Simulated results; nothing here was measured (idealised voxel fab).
process module | voxel tone inversion
cross-section cut | 165 nm wide | cells 5 nm
A cross-section is a grid of square cells, given in bands from the top down. A band is one or more rows of cells.
Each band's line starts with the height of the band's top and of its bottom, in nm. Then come its materials from left to right, each with its width in nm. One material with "throughout" fills the band from edge to edge. "air" is empty space.
Height 0 is the level under which the wafer as received is all one material. The lowest band goes on downwards, as in "0 down".
A width such as "30 to 40" changes by the same amount from each row of cells to the next, from the band's top row to its bottom row.
"no change" after a step means that no cell of the cross-section changed.
closed voids: empty space of 8 cells or more with no open way to the top, each as width x height at its distance from the left edge, in nm
after a step's settings: what the simulator itself notes on the step
overlay nm, on a step with a mask: how far to the right of its planned place the mask lay; to the left if negative
plan
1 op RECEIVE | material Si
2 op CONFORMAL_DEP | material SiCN | thk nm 10
3 op DIRECTIONAL_DEP | material aC | thk nm 15
4 op PATTERN | tone cover | mask id POSTS | material resist | width nm 15 | pitch nm 40 | thk nm 25 | overlay nm -15
5 op DIRECTIONAL_ETCH | etch materials aC | depth nm 15
6 op STRIP | etch materials resist
7 op FILL_DEP | material lowk | thk nm 10
8 op CMP | height nm 25
9 op STRIP | etch materials aC
varied across the wafers: overlay nm of step 4. The plan shows the first wafer's value. All wafers start alike
first wafer as received, after step 1
  0 down: Si throughout
  closed voids: none
first wafer at the end, after step 9
  25 to 10: lowk 40 | air 15 | lowk 25 | air 15 | lowk 70
  10 to 0: SiCN throughout
  0 down: Si throughout
  closed voids: none
last wafer at the end
  25 to 10: lowk 70 | air 15 | lowk 25 | air 15 | lowk 40
  10 to 0: SiCN throughout
  0 down: Si throughout
  closed voids: none
each wafer at the end: cells of each material gained (+) or lost (-) since it was received, then its closed voids
overlay nm -15 | +66 SiCN | +81 lowk | closed voids: none
overlay nm -10 | +66 SiCN | +81 lowk | closed voids: none
overlay nm -5 | +66 SiCN | +81 lowk | closed voids: none
overlay nm 0 | +66 SiCN | +81 lowk | closed voids: none
overlay nm 5 | +66 SiCN | +81 lowk | closed voids: none
overlay nm 10 | +66 SiCN | +81 lowk | closed voids: none
overlay nm 15 | +66 SiCN | +81 lowk | closed voids: none
